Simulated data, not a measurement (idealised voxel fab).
Module name: voxel gate over fins (process module)
It is cross-section cut that appears here, measuring 300 nm in width, its square cells being 5 nm in size.
Reading order for cross-sections: top band down to bottom band. Underlying form: a grid of square cells. Band size: one or more rows of cells.
Basically the band line says how high the top is and how high the bottom is, in nm, and then what's in it from left to right, every material with its width in nm. Empty space shows up as "blank", and if a single material carries "all across" it runs the full band edge to edge.
The level at which height equals 0 is the one under which the wafer, as it arrives, is entirely one material. No lower edge exists for the bottom band, which continues downward and is notated as in "top 0, no bottom".
The expression "30..40" gives the width at the extremes of the band, the first number at its top row of cells and the second at its bottom row, with the width changing by equal amounts from each row to the next in between.
"all unchanged", as given for a step, is the statement that not any cell of the cross-section underwent a change during that step.
In the "Internal closed voids" entry, you get each enclosed empty space of 8 cells or more, one with no open way to the top, written width x height at distance, distance from the left edge, in nm.
Heads up: the bit after the settings on a step's line is the simulator's remark on that step.
"overlay nm" denotes, for a step that has a mask, the displacement of the mask to the right of its planned place, with negative values corresponding to the left.

Planned process steps
1: RECEIVE: material Si
2: CONFORMAL_DEP: material SiN, thk nm 5
3: MASKED_ETCH: tone cover, mask id FINS, width nm 15, pitch nm 55, etch materials SiN, depth nm 5, overlay nm 0
4: MASKED_ETCH: tone cover, mask id FINS, width nm 15, pitch nm 55, etch materials Si, depth nm 40, overlay nm 0
5: OXIDIZE: depth nm 5
6: FILL_DEP: material SiO2, thk nm 10
7: CMP: height nm 5
8: DIRECTIONAL_DEP: material aC, thk nm 10
9: PATTERN: tone open, mask id RAIL, material resist, width nm 15, thk nm 25, overlay nm 0
10: DIRECTIONAL_ETCH: etch materials aC, depth nm 10
11: STRIP: etch materials resist
12: DIRECTIONAL_ETCH: etch materials SiO2, depth nm 40
13: STRIP: etch materials aC
14: CONFORMAL_DEP: material TiN, thk nm 5
15: FILL_DEP: material W, thk nm 10
16: CMP: height nm 5
17: SELECTIVE_ETCH: etch materials W Ru TiN, depth nm 25
18: FILL_DEP: material SiO2, thk nm 5
19: CMP: height nm 5
20: SELECTIVE_ETCH: etch materials SiO2, depth nm 15
21: STRIP: etch materials SiN
22: CONFORMAL_DEP: material HfO2, thk nm 5
23: CONFORMAL_DEP: material TiN, thk nm 5
24: CONFORMAL_DEP: material TiAl, thk nm 5
25: CONFORMAL_DEP: material TiN, thk nm 5
26: FILL_DEP: material W, thk nm 15
27: CMP: height nm 30
28: CONFORMAL_DEP: material SiN, thk nm 5

First of two wafers, processed according to plan

Cross-section of the wafer as it came to us, i.e., already through step 1
* top 0, no bottom = Si all across
* Internal closed voids: none

How the wafer stands in section after step 2
* top 5, bottom 0 = SiN all across
* Rest of section, below 0: as before.

How the wafer stands in section after step 3
* top 5, bottom 0 = 60 of blank, then 15 of SiN, then 40 of blank, then 15 of SiN, then 40 of blank, then 15 of SiN, then 40 of blank, then 15 of SiN, then 60 of blank
* Rest of section, below 0: as before.

How the wafer stands in section after step 4
* top 5, bottom 0 = 60 of blank, then 15 of SiN, then 40 of blank, then 15 of SiN, then 40 of blank, then 15 of SiN, then 40 of blank, then 15 of SiN, then 60 of blank
* top 0, bottom -40 = 60 of blank, then 15 of Si, then 40 of blank, then 15 of Si, then 40 of blank, then 15 of Si, then 40 of blank, then 15 of Si, then 60 of blank
* Rest of section, below -40: as before.

How the wafer stands in section after step 5
* top 5, bottom 0 = 60 of blank, then 15 of SiN, then 40 of blank, then 15 of SiN, then 40 of blank, then 15 of SiN, then 40 of blank, then 15 of SiN, then 60 of blank
* top 0, bottom -40 = 60 of blank, then 5 of SiO2, then 5 of Si, then 5 of SiO2, then 40 of blank, then 5 of SiO2, then 5 of Si, then 5 of SiO2, then 40 of blank, then 5 of SiO2, then 5 of Si, then 5 of SiO2, then 40 of blank, then 5 of SiO2, then 5 of Si, then 5 of SiO2, then 60 of blank
* top -40, bottom -45 = 65 of SiO2, then 5 of Si, then 50 of SiO2, then 5 of Si, then 50 of SiO2, then 5 of Si, then 50 of SiO2, then 5 of Si, then 65 of SiO2
* Rest of section, below -45: as before.

How the wafer stands in section after step 6
* top 15, bottom 5 = SiO2 all across
* top 5, bottom 0 = 60 of SiO2, then 15 of SiN, then 40 of SiO2, then 15 of SiN, then 40 of SiO2, then 15 of SiN, then 40 of SiO2, then 15 of SiN, then 60 of SiO2
* top 0, bottom -45 = 65 of SiO2, then 5 of Si, then 50 of SiO2, then 5 of Si, then 50 of SiO2, then 5 of Si, then 50 of SiO2, then 5 of Si, then 65 of SiO2
* Rest of section, below -45: as before.

How the wafer stands in section after step 7
* top 5, bottom 0 = 60 of SiO2, then 15 of SiN, then 40 of SiO2, then 15 of SiN, then 40 of SiO2, then 15 of SiN, then 40 of SiO2, then 15 of SiN, then 60 of SiO2
* Rest of section, below 0: as before.

How the wafer stands in section after step 8
* top 15, bottom 5 = aC all across
* Rest of section, below 5: as before.

How the wafer stands in section after step 9
* top 40, bottom 15 = 85 of resist, then 15 of blank, then 200 of resist
* Rest of section, below 15: as before.

How the wafer stands in section after step 10
* top 30, bottom 15 = 85 of resist, then 15 of blank, then 200 of resist
* top 15, bottom 5 = 85 of aC, then 15 of blank, then 200 of aC
* Rest of section, below 5: as before.

How the wafer stands in section after step 11
* top 15, bottom 5 = 85 of aC, then 15 of blank, then 200 of aC
* Rest of section, below 5: as before.

How the wafer stands in section after step 12
* top 15, bottom 5 = 85 of aC, then 15 of blank, then 200 of aC
* top 5, bottom 0 = 60 of SiO2, then 15 of SiN, then 10 of SiO2, then 15 of blank, then 15 of SiO2, then 15 of SiN, then 40 of SiO2, then 15 of SiN, then 40 of SiO2, then 15 of SiN, then 60 of SiO2
* top 0, bottom -35 = 65 of SiO2, then 5 of Si, then 15 of SiO2, then 15 of blank, then 20 of SiO2, then 5 of Si, then 50 of SiO2, then 5 of Si, then 50 of SiO2, then 5 of Si, then 65 of SiO2
* Rest of section, below -35: as before.

How the wafer stands in section after step 13
* top 5, bottom 0 = 60 of SiO2, then 15 of SiN, then 10 of SiO2, then 15 of blank, then 15 of SiO2, then 15 of SiN, then 40 of SiO2, then 15 of SiN, then 40 of SiO2, then 15 of SiN, then 60 of SiO2
* Rest of section, below 0: as before.

How the wafer stands in section after step 14
* top 10, bottom 5 = 90 of TiN, then 5 of blank, then 205 of TiN
* top 5, bottom 0 = 60 of SiO2, then 15 of SiN, then 10 of SiO2, then 5 of TiN, then 5 of blank, then 5 of TiN, then 15 of SiO2, then 15 of SiN, then 40 of SiO2, then 15 of SiN, then 40 of SiO2, then 15 of SiN, then 60 of SiO2
* top 0, bottom -30 = 65 of SiO2, then 5 of Si, then 15 of SiO2, then 5 of TiN, then 5 of blank, then 5 of TiN, then 20 of SiO2, then 5 of Si, then 50 of SiO2, then 5 of Si, then 50 of SiO2, then 5 of Si, then 65 of SiO2
* top -30, bottom -35 = 65 of SiO2, then 5 of Si, then 15 of SiO2, then 15 of TiN, then 20 of SiO2, then 5 of Si, then 50 of SiO2, then 5 of Si, then 50 of SiO2, then 5 of Si, then 65 of SiO2
* Rest of section, below -35: as before.

How the wafer stands in section after step 15
* top 20, bottom 10 = W all across
* top 10, bottom 5 = 90 of TiN, then 5 of W, then 205 of TiN
* top 5, bottom 0 = 60 of SiO2, then 15 of SiN, then 10 of SiO2, then 5 of TiN, then 5 of W, then 5 of TiN, then 15 of SiO2, then 15 of SiN, then 40 of SiO2, then 15 of SiN, then 40 of SiO2, then 15 of SiN, then 60 of SiO2
* top 0, bottom -30 = 65 of SiO2, then 5 of Si, then 15 of SiO2, then 5 of TiN, then 5 of W, then 5 of TiN, then 20 of SiO2, then 5 of Si, then 50 of SiO2, then 5 of Si, then 50 of SiO2, then 5 of Si, then 65 of SiO2
* Rest of section, below -30: as before.

How the wafer stands in section after step 16
* top 5, bottom 0 = 60 of SiO2, then 15 of SiN, then 10 of SiO2, then 5 of TiN, then 5 of W, then 5 of TiN, then 15 of SiO2, then 15 of SiN, then 40 of SiO2, then 15 of SiN, then 40 of SiO2, then 15 of SiN, then 60 of SiO2
* Rest of section, below 0: as before.

How the wafer stands in section after step 17
* top 5, bottom 0 = 60 of SiO2, then 15 of SiN, then 10 of SiO2, then 15 of blank, then 15 of SiO2, then 15 of SiN, then 40 of SiO2, then 15 of SiN, then 40 of SiO2, then 15 of SiN, then 60 of SiO2
* top 0, bottom -20 = 65 of SiO2, then 5 of Si, then 15 of SiO2, then 15 of blank, then 20 of SiO2, then 5 of Si, then 50 of SiO2, then 5 of Si, then 50 of SiO2, then 5 of Si, then 65 of SiO2
* Rest of section, below -20: as before.

How the wafer stands in section after step 18
* top 10, bottom 5 = SiO2 all across
* top 5, bottom 0 = 60 of SiO2, then 15 of SiN, then 40 of SiO2, then 15 of SiN, then 40 of SiO2, then 15 of SiN, then 40 of SiO2, then 15 of SiN, then 60 of SiO2
* top 0, bottom -20 = 65 of SiO2, then 5 of Si, then 50 of SiO2, then 5 of Si, then 50 of SiO2, then 5 of Si, then 50 of SiO2, then 5 of Si, then 65 of SiO2
* Rest of section, below -20: as before.

How the wafer stands in section after step 19
* top 5, bottom 0 = 60 of SiO2, then 15 of SiN, then 40 of SiO2, then 15 of SiN, then 40 of SiO2, then 15 of SiN, then 40 of SiO2, then 15 of SiN, then 60 of SiO2
* Rest of section, below 0: as before.

How the wafer stands in section after step 20
* top 5, bottom 0 = 60 of blank, then 15 of SiN, then 40 of blank, then 15 of SiN, then 40 of blank, then 15 of SiN, then 40 of blank, then 15 of SiN, then 60 of blank
* top 0, bottom -10 = 65 of blank, then 5 of Si, then 50 of blank, then 5 of Si, then 50 of blank, then 5 of Si, then 50 of blank, then 5 of Si, then 65 of blank
* Rest of section, below -10: as before.

How the wafer stands in section after step 21
* top 0, bottom -10 = 65 of blank, then 5 of Si, then 50 of blank, then 5 of Si, then 50 of blank, then 5 of Si, then 50 of blank, then 5 of Si, then 65 of blank
* Rest of section, below -10: as before.

How the wafer stands in section after step 22
* top 5, bottom 0 = 60 of blank, then 15 of HfO2, then 40 of blank, then 15 of HfO2, then 40 of blank, then 15 of HfO2, then 40 of blank, then 15 of HfO2, then 60 of blank
* top 0, bottom -5 = 60 of blank, then 5 of HfO2, then 5 of Si, then 5 of HfO2, then 40 of blank, then 5 of HfO2, then 5 of Si, then 5 of HfO2, then 40 of blank, then 5 of HfO2, then 5 of Si, then 5 of HfO2, then 40 of blank, then 5 of HfO2, then 5 of Si, then 5 of HfO2, then 60 of blank
* top -5, bottom -10 = 65 of HfO2, then 5 of Si, then 50 of HfO2, then 5 of Si, then 50 of HfO2, then 5 of Si, then 50 of HfO2, then 5 of Si, then 65 of HfO2
* Rest of section, below -10: as before.

How the wafer stands in section after step 23
* top 10, bottom 5 = 55 of blank, then 25 of TiN, then 30 of blank, then 25 of TiN, then 30 of blank, then 25 of TiN, then 30 of blank, then 25 of TiN, then 55 of blank
* top 5, bottom 0 = 55 of blank, then 5 of TiN, then 15 of HfO2, then 5 of TiN, then 30 of blank, then 5 of TiN, then 15 of HfO2, then 5 of TiN, then 30 of blank, then 5 of TiN, then 15 of HfO2, then 5 of TiN, then 30 of blank, then 5 of TiN, then 15 of HfO2, then 5 of TiN, then 55 of blank
* top 0, bottom -5 = 60 of TiN, then 5 of HfO2, then 5 of Si, then 5 of HfO2, then 40 of TiN, then 5 of HfO2, then 5 of Si, then 5 of HfO2, then 40 of TiN, then 5 of HfO2, then 5 of Si, then 5 of HfO2, then 40 of TiN, then 5 of HfO2, then 5 of Si, then 5 of HfO2, then 60 of TiN
* Rest of section, below -5: as before.

How the wafer stands in section after step 24
* top 15, bottom 10 = 50 of blank, then 35 of TiAl, then 20 of blank, then 35 of TiAl, then 20 of blank, then 35 of TiAl, then 20 of blank, then 35 of TiAl, then 50 of blank
* top 10, bottom 5 = 50 of blank, then 5 of TiAl, then 25 of TiN, then 5 of TiAl, then 20 of blank, then 5 of TiAl, then 25 of TiN, then 5 of TiAl, then 20 of blank, then 5 of TiAl, then 25 of TiN, then 5 of TiAl, then 20 of blank, then 5 of TiAl, then 25 of TiN, then 5 of TiAl, then 50 of blank
* top 5, bottom 0 = 55 of TiAl, then 5 of TiN, then 15 of HfO2, then 5 of TiN, then 30 of TiAl, then 5 of TiN, then 15 of HfO2, then 5 of TiN, then 30 of TiAl, then 5 of TiN, then 15 of HfO2, then 5 of TiN, then 30 of TiAl, then 5 of TiN, then 15 of HfO2, then 5 of TiN, then 55 of TiAl
* Rest of section, below 0: as before.

How the wafer stands in section after step 25
* top 20, bottom 15 = 45 of blank, then 45 of TiN, then 10 of blank, then 45 of TiN, then 10 of blank, then 45 of TiN, then 10 of blank, then 45 of TiN, then 45 of blank
* top 15, bottom 10 = 45 of blank, then 5 of TiN, then 35 of TiAl, then 5 of TiN, then 10 of blank, then 5 of TiN, then 35 of TiAl, then 5 of TiN, then 10 of blank, then 5 of TiN, then 35 of TiAl, then 5 of TiN, then 10 of blank, then 5 of TiN, then 35 of TiAl, then 5 of TiN, then 45 of blank
* top 10, bottom 5 = 50 of TiN, then 5 of TiAl, then 25 of TiN, then 5 of TiAl, then 20 of TiN, then 5 of TiAl, then 25 of TiN, then 5 of TiAl, then 20 of TiN, then 5 of TiAl, then 25 of TiN, then 5 of TiAl, then 20 of TiN, then 5 of TiAl, then 25 of TiN, then 5 of TiAl, then 50 of TiN
* Rest of section, below 5: as before.

How the wafer stands in section after step 26
* top 35, bottom 20 = W all across
* top 20, bottom 15 = 45 of W, then 45 of TiN, then 10 of W, then 45 of TiN, then 10 of W, then 45 of TiN, then 10 of W, then 45 of TiN, then 45 of W
* top 15, bottom 10 = 45 of W, then 5 of TiN, then 35 of TiAl, then 5 of TiN, then 10 of W, then 5 of TiN, then 35 of TiAl, then 5 of TiN, then 10 of W, then 5 of TiN, then 35 of TiAl, then 5 of TiN, then 10 of W, then 5 of TiN, then 35 of TiAl, then 5 of TiN, then 45 of W
* Rest of section, below 10: as before.

How the wafer stands in section after step 27
* top 30, bottom 20 = W all across
* Rest of section, below 20: as before.

How the wafer stands in section after step 28
* top 35, bottom 30 = SiN all across
* Rest of section, below 30: as before.

Companion wafer, the second of two: same beginning, same intended sequence, one mistake in carrying it out; through step 3 inclusive it tracks the first exactly

What the second wafer looks like in cross-section when step 4 should have wrapped up
* top 5, bottom 0 = 60 of blank, then 15 of SiN, then 40 of blank, then 15 of SiN, then 40 of blank, then 15 of SiN, then 40 of blank, then 15 of SiN, then 60 of blank
* top 0, bottom -40 = 50 of blank, then 25 of Si, then 30 of blank, then 25 of Si, then 30 of blank, then 25 of Si, then 30 of blank, then 25 of Si, then 60 of blank
* Rest of section, below -40: as before.

What the second wafer looks like in cross-section when step 5 should have wrapped up
* top 5, bottom 0 = 60 of blank, then 15 of SiN, then 40 of blank, then 15 of SiN, then 40 of blank, then 15 of SiN, then 40 of blank, then 15 of SiN, then 60 of blank
* top 0, bottom -5 = 50 of blank, then 15 of SiO2, then 5 of Si, then 5 of SiO2, then 30 of blank, then 15 of SiO2, then 5 of Si, then 5 of SiO2, then 30 of blank, then 15 of SiO2, then 5 of Si, then 5 of SiO2, then 30 of blank, then 15 of SiO2, then 5 of Si, then 5 of SiO2, then 60 of blank
* top -5, bottom -40 = 50 of blank, then 5 of SiO2, then 15 of Si, then 5 of SiO2, then 30 of blank, then 5 of SiO2, then 15 of Si, then 5 of SiO2, then 30 of blank, then 5 of SiO2, then 15 of Si, then 5 of SiO2, then 30 of blank, then 5 of SiO2, then 15 of Si, then 5 of SiO2, then 60 of blank
* top -40, bottom -45 = 55 of SiO2, then 15 of Si, then 40 of SiO2, then 15 of Si, then 40 of SiO2, then 15 of Si, then 40 of SiO2, then 15 of Si, then 65 of SiO2
* Rest of section, below -45: as before.

What the second wafer looks like in cross-section when step 6 should have wrapped up
* top 15, bottom 5 = SiO2 all across
* top 5, bottom 0 = 60 of SiO2, then 15 of SiN, then 40 of SiO2, then 15 of SiN, then 40 of SiO2, then 15 of SiN, then 40 of SiO2, then 15 of SiN, then 60 of SiO2
* top 0, bottom -5 = 65 of SiO2, then 5 of Si, then 50 of SiO2, then 5 of Si, then 50 of SiO2, then 5 of Si, then 50 of SiO2, then 5 of Si, then 65 of SiO2
* top -5, bottom -45 = 55 of SiO2, then 15 of Si, then 40 of SiO2, then 15 of Si, then 40 of SiO2, then 15 of Si, then 40 of SiO2, then 15 of Si, then 65 of SiO2
* Rest of section, below -45: as before.

What the second wafer looks like in cross-section when step 7 should have wrapped up
* top 5, bottom 0 = 60 of SiO2, then 15 of SiN, then 40 of SiO2, then 15 of SiN, then 40 of SiO2, then 15 of SiN, then 40 of SiO2, then 15 of SiN, then 60 of SiO2
* Rest of section, below 0: as before.

What the second wafer looks like in cross-section when step 8 should have wrapped up
* top 15, bottom 5 = aC all across
* Rest of section, below 5: as before.

What the second wafer looks like in cross-section when step 9 should have wrapped up
* top 40, bottom 15 = 85 of resist, then 15 of blank, then 200 of resist
* Rest of section, below 15: as before.

What the second wafer looks like in cross-section when step 10 should have wrapped up
* top 30, bottom 15 = 85 of resist, then 15 of blank, then 200 of resist
* top 15, bottom 5 = 85 of aC, then 15 of blank, then 200 of aC
* Rest of section, below 5: as before.

What the second wafer looks like in cross-section when step 11 should have wrapped up
* top 15, bottom 5 = 85 of aC, then 15 of blank, then 200 of aC
* Rest of section, below 5: as before.

What the second wafer looks like in cross-section when step 12 should have wrapped up
* top 15, bottom 5 = 85 of aC, then 15 of blank, then 200 of aC
* top 5, bottom 0 = 60 of SiO2, then 15 of SiN, then 10 of SiO2, then 15 of blank, then 15 of SiO2, then 15 of SiN, then 40 of SiO2, then 15 of SiN, then 40 of SiO2, then 15 of SiN, then 60 of SiO2
* top 0, bottom -5 = 65 of SiO2, then 5 of Si, then 15 of SiO2, then 15 of blank, then 20 of SiO2, then 5 of Si, then 50 of SiO2, then 5 of Si, then 50 of SiO2, then 5 of Si, then 65 of SiO2
* top -5, bottom -35 = 55 of SiO2, then 15 of Si, then 15 of SiO2, then 15 of blank, then 10 of SiO2, then 15 of Si, then 40 of SiO2, then 15 of Si, then 40 of SiO2, then 15 of Si, then 65 of SiO2
* Rest of section, below -35: as before.

What the second wafer looks like in cross-section when step 13 should have wrapped up
* top 5, bottom 0 = 60 of SiO2, then 15 of SiN, then 10 of SiO2, then 15 of blank, then 15 of SiO2, then 15 of SiN, then 40 of SiO2, then 15 of SiN, then 40 of SiO2, then 15 of SiN, then 60 of SiO2
* Rest of section, below 0: as before.

What the second wafer looks like in cross-section when step 14 should have wrapped up
* top 10, bottom 5 = 90 of TiN, then 5 of blank, then 205 of TiN
* top 5, bottom 0 = 60 of SiO2, then 15 of SiN, then 10 of SiO2, then 5 of TiN, then 5 of blank, then 5 of TiN, then 15 of SiO2, then 15 of SiN, then 40 of SiO2, then 15 of SiN, then 40 of SiO2, then 15 of SiN, then 60 of SiO2
* top 0, bottom -5 = 65 of SiO2, then 5 of Si, then 15 of SiO2, then 5 of TiN, then 5 of blank, then 5 of TiN, then 20 of SiO2, then 5 of Si, then 50 of SiO2, then 5 of Si, then 50 of SiO2, then 5 of Si, then 65 of SiO2
* top -5, bottom -30 = 55 of SiO2, then 15 of Si, then 15 of SiO2, then 5 of TiN, then 5 of blank, then 5 of TiN, then 10 of SiO2, then 15 of Si, then 40 of SiO2, then 15 of Si, then 40 of SiO2, then 15 of Si, then 65 of SiO2
* top -30, bottom -35 = 55 of SiO2, then 15 of Si, then 15 of SiO2, then 15 of TiN, then 10 of SiO2, then 15 of Si, then 40 of SiO2, then 15 of Si, then 40 of SiO2, then 15 of Si, then 65 of SiO2
* Rest of section, below -35: as before.

What the second wafer looks like in cross-section when step 15 should have wrapped up
* top 20, bottom 10 = W all across
* top 10, bottom 5 = 90 of TiN, then 5 of W, then 205 of TiN
* top 5, bottom 0 = 60 of SiO2, then 15 of SiN, then 10 of SiO2, then 5 of TiN, then 5 of W, then 5 of TiN, then 15 of SiO2, then 15 of SiN, then 40 of SiO2, then 15 of SiN, then 40 of SiO2, then 15 of SiN, then 60 of SiO2
* top 0, bottom -5 = 65 of SiO2, then 5 of Si, then 15 of SiO2, then 5 of TiN, then 5 of W, then 5 of TiN, then 20 of SiO2, then 5 of Si, then 50 of SiO2, then 5 of Si, then 50 of SiO2, then 5 of Si, then 65 of SiO2
* top -5, bottom -30 = 55 of SiO2, then 15 of Si, then 15 of SiO2, then 5 of TiN, then 5 of W, then 5 of TiN, then 10 of SiO2, then 15 of Si, then 40 of SiO2, then 15 of Si, then 40 of SiO2, then 15 of Si, then 65 of SiO2
* Rest of section, below -30: as before.

What the second wafer looks like in cross-section when step 16 should have wrapped up
* top 5, bottom 0 = 60 of SiO2, then 15 of SiN, then 10 of SiO2, then 5 of TiN, then 5 of W, then 5 of TiN, then 15 of SiO2, then 15 of SiN, then 40 of SiO2, then 15 of SiN, then 40 of SiO2, then 15 of SiN, then 60 of SiO2
* Rest of section, below 0: as before.

What the second wafer looks like in cross-section when step 17 should have wrapped up
* top 5, bottom 0 = 60 of SiO2, then 15 of SiN, then 10 of SiO2, then 15 of blank, then 15 of SiO2, then 15 of SiN, then 40 of SiO2, then 15 of SiN, then 40 of SiO2, then 15 of SiN, then 60 of SiO2
* top 0, bottom -5 = 65 of SiO2, then 5 of Si, then 15 of SiO2, then 15 of blank, then 20 of SiO2, then 5 of Si, then 50 of SiO2, then 5 of Si, then 50 of SiO2, then 5 of Si, then 65 of SiO2
* top -5, bottom -20 = 55 of SiO2, then 15 of Si, then 15 of SiO2, then 15 of blank, then 10 of SiO2, then 15 of Si, then 40 of SiO2, then 15 of Si, then 40 of SiO2, then 15 of Si, then 65 of SiO2
* Rest of section, below -20: as before.

What the second wafer looks like in cross-section when step 18 should have wrapped up
* top 10, bottom 5 = SiO2 all across
* top 5, bottom 0 = 60 of SiO2, then 15 of SiN, then 40 of SiO2, then 15 of SiN, then 40 of SiO2, then 15 of SiN, then 40 of SiO2, then 15 of SiN, then 60 of SiO2
* top 0, bottom -5 = 65 of SiO2, then 5 of Si, then 50 of SiO2, then 5 of Si, then 50 of SiO2, then 5 of Si, then 50 of SiO2, then 5 of Si, then 65 of SiO2
* top -5, bottom -20 = 55 of SiO2, then 15 of Si, then 40 of SiO2, then 15 of Si, then 40 of SiO2, then 15 of Si, then 40 of SiO2, then 15 of Si, then 65 of SiO2
* Rest of section, below -20: as before.

What the second wafer looks like in cross-section when step 19 should have wrapped up
* top 5, bottom 0 = 60 of SiO2, then 15 of SiN, then 40 of SiO2, then 15 of SiN, then 40 of SiO2, then 15 of SiN, then 40 of SiO2, then 15 of SiN, then 60 of SiO2
* Rest of section, below 0: as before.

What the second wafer looks like in cross-section when step 20 should have wrapped up
* top 5, bottom 0 = 60 of blank, then 15 of SiN, then 40 of blank, then 15 of SiN, then 40 of blank, then 15 of SiN, then 40 of blank, then 15 of SiN, then 60 of blank
* top 0, bottom -10 = 65..55 of blank, then 5..15 of Si, then 50..40 of blank, then 5..15 of Si, then 50..40 of blank, then 5..15 of Si, then 50..40 of blank, then 5..15 of Si, then 65 of blank
* Rest of section, below -10: as before.

What the second wafer looks like in cross-section when step 21 should have wrapped up
* top 0, bottom -10 = 65..55 of blank, then 5..15 of Si, then 50..40 of blank, then 5..15 of Si, then 50..40 of blank, then 5..15 of Si, then 50..40 of blank, then 5..15 of Si, then 65 of blank
* Rest of section, below -10: as before.

What the second wafer looks like in cross-section when step 22 should have wrapped up
* top 5, bottom 0 = 60 of blank, then 15 of HfO2, then 40 of blank, then 15 of HfO2, then 40 of blank, then 15 of HfO2, then 40 of blank, then 15 of HfO2, then 60 of blank
* top 0, bottom -5 = 50 of blank, then 15 of HfO2, then 5 of Si, then 5 of HfO2, then 30 of blank, then 15 of HfO2, then 5 of Si, then 5 of HfO2, then 30 of blank, then 15 of HfO2, then 5 of Si, then 5 of HfO2, then 30 of blank, then 15 of HfO2, then 5 of Si, then 5 of HfO2, then 60 of blank
* top -5, bottom -10 = 55 of HfO2, then 15 of Si, then 40 of HfO2, then 15 of Si, then 40 of HfO2, then 15 of Si, then 40 of HfO2, then 15 of Si, then 65 of HfO2
* Rest of section, below -10: as before.

What the second wafer looks like in cross-section when step 23 should have wrapped up
* top 10, bottom 5 = 55 of blank, then 25 of TiN, then 30 of blank, then 25 of TiN, then 30 of blank, then 25 of TiN, then 30 of blank, then 25 of TiN, then 55 of blank
* top 5, bottom 0 = 45 of blank, then 15 of TiN, then 15 of HfO2, then 5 of TiN, then 20 of blank, then 15 of TiN, then 15 of HfO2, then 5 of TiN, then 20 of blank, then 15 of TiN, then 15 of HfO2, then 5 of TiN, then 20 of blank, then 15 of TiN, then 15 of HfO2, then 5 of TiN, then 55 of blank
* top 0, bottom -5 = 50 of TiN, then 15 of HfO2, then 5 of Si, then 5 of HfO2, then 30 of TiN, then 15 of HfO2, then 5 of Si, then 5 of HfO2, then 30 of TiN, then 15 of HfO2, then 5 of Si, then 5 of HfO2, then 30 of TiN, then 15 of HfO2, then 5 of Si, then 5 of HfO2, then 60 of TiN
* Rest of section, below -5: as before.

What the second wafer looks like in cross-section when step 24 should have wrapped up
* top 15, bottom 10 = 50 of blank, then 35 of TiAl, then 20 of blank, then 35 of TiAl, then 20 of blank, then 35 of TiAl, then 20 of blank, then 35 of TiAl, then 50 of blank
* top 10, bottom 5 = 40 of blank, then 15 of TiAl, then 25 of TiN, then 5 of TiAl, then 10 of blank, then 15 of TiAl, then 25 of TiN, then 5 of TiAl, then 10 of blank, then 15 of TiAl, then 25 of TiN, then 5 of TiAl, then 10 of blank, then 15 of TiAl, then 25 of TiN, then 5 of TiAl, then 50 of blank
* top 5, bottom 0 = 45 of TiAl, then 15 of TiN, then 15 of HfO2, then 5 of TiN, then 20 of TiAl, then 15 of TiN, then 15 of HfO2, then 5 of TiN, then 20 of TiAl, then 15 of TiN, then 15 of HfO2, then 5 of TiN, then 20 of TiAl, then 15 of TiN, then 15 of HfO2, then 5 of TiN, then 55 of TiAl
* Rest of section, below 0: as before.

What the second wafer looks like in cross-section when step 25 should have wrapped up
* top 20, bottom 15 = 45 of blank, then 45 of TiN, then 10 of blank, then 45 of TiN, then 10 of blank, then 45 of TiN, then 10 of blank, then 45 of TiN, then 45 of blank
* top 15, bottom 10 = 35 of blank, then 15 of TiN, then 35 of TiAl, then 20 of TiN, then 35 of TiAl, then 20 of TiN, then 35 of TiAl, then 20 of TiN, then 35 of TiAl, then 5 of TiN, then 45 of blank
* top 10, bottom 5 = 40 of TiN, then 15 of TiAl, then 25 of TiN, then 5 of TiAl, then 10 of TiN, then 15 of TiAl, then 25 of TiN, then 5 of TiAl, then 10 of TiN, then 15 of TiAl, then 25 of TiN, then 5 of TiAl, then 10 of TiN, then 15 of TiAl, then 25 of TiN, then 5 of TiAl, then 50 of TiN
* Rest of section, below 5: as before.

What the second wafer looks like in cross-section when step 26 should have wrapped up
* top 35, bottom 20 = W all across
* top 20, bottom 15 = 45 of W, then 45 of TiN, then 10 of W, then 45 of TiN, then 10 of W, then 45 of TiN, then 10 of W, then 45 of TiN, then 45 of W
* top 15, bottom 10 = 35 of W, then 15 of TiN, then 35 of TiAl, then 20 of TiN, then 35 of TiAl, then 20 of TiN, then 35 of TiAl, then 20 of TiN, then 35 of TiAl, then 5 of TiN, then 45 of W
* Rest of section, below 10: as before.

What the second wafer looks like in cross-section when step 27 should have wrapped up
* top 30, bottom 20 = W all across
* Rest of section, below 20: as before.

What the second wafer looks like in cross-section when step 28 should have wrapped up
* top 35, bottom 30 = SiN all across
* Rest of section, below 30: as before.
Deviation noted in wafer processing: step 4 changed vs plan, executed as MASKED_ETCH: tone cover, mask id FINS, width nm 15, pitch nm 55, etch materials Si, depth nm 40, overlay nm -10
FYI, end of process, the second wafer has more or fewer cells of some materials than the first: Si: 64 more | SiO2: 56 fewer | W: 8 fewer
